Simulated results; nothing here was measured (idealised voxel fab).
process module | voxel ribs on slabs
Each square cell in cross-section cut measures 5 nm, and the section as a whole is 220 nm wide.
In what follows, cross-sections appear as grids of square cells, described through bands that run from the top down, where every band is one or more rows of cells. Heights first: top, then bottom, in nm. Then materials, left to right, each with a width in nm. "throughout" on a single material: fills the band edge to edge. "blank": empty space. The reference from which all heights are counted is 0, the level beneath which the as-received wafer is entirely one material; the lowest band, having no lower bound, proceeds downward and is written after the example "0 and below". You'd read "30->40" like this: the band's top row of cells is as wide as the first number, its bottom row is as wide as the second, and going down, every row changes width by the same amount as the row before did. Given "no modifications" for a step, no cell of the cross-section differs between before and after that step. Reported under the label "Closed void entries" are the empty spaces having no open way to the top and comprising 8 cells or more; the notation for each is width x height at distance, in which the distance is measured from the left edge and all three values are in nm. Step line, after settings: the simulator's comment on this step. Regarding "overlay nm": on a step with a mask, it is the distance the mask lay to the right of its planned place; a negative value places it to the left.

The steps planned for the process are as follows:
1 RECEIVE (material Si)
2 DIRECTIONAL_DEP (material SiO2; thk nm 30)
3 DIRECTIONAL_DEP (material SiN; thk nm 15)
4 MASKED_ETCH (tone cover; mask id RIB; width nm 15; etch materials SiN; depth nm 10; overlay nm 0)
5 PATTERN (tone cover; mask id SLAB; material resist; width nm 55; thk nm 20; overlay nm 0)
6 DIRECTIONAL_ETCH (etch materials SiN; depth nm 5)
7 STRIP (etch materials resist)
8 FILL_DEP (material SiO2; thk nm 25)
9 CMP (height nm 60)
10 DIRECTIONAL_DEP (material TiN; thk nm 5)
11 DIRECTIONAL_DEP (material aC; thk nm 15)
12 PATTERN (tone cover; mask id HEATER; material resist; width nm 25; thk nm 35; overlay nm 0)
13 DIRECTIONAL_ETCH (etch materials aC; depth nm 15)
14 STRIP (etch materials resist)
15 DIRECTIONAL_ETCH (etch materials TiN; depth nm 5)
16 STRIP (etch materials aC)
17 CONFORMAL_DEP (material SiO2; thk nm 5)

Cross-section of the wafer at receipt, which is the condition after step 1:
    0 and below = Si throughout
    Closed void entries: none

Look at the cross-section after the module: the wafer started out the way shown above and the plan was the one shown above, yet one mistake was made along the way:
    70 down to 65 = 90 blank / 35 SiO2 / 95 blank
    65 down to 60 = 95 SiO2 / 25 TiN / 100 SiO2
    60 down to 15 = SiO2 throughout
    15 down to 0 = SiN throughout
    0 and below = Si throughout
    Closed void entries: none
Heads up, the wafer didn't run the way we planned it: steps 2 and 3 of the plan were each performed in the slot designated for the other
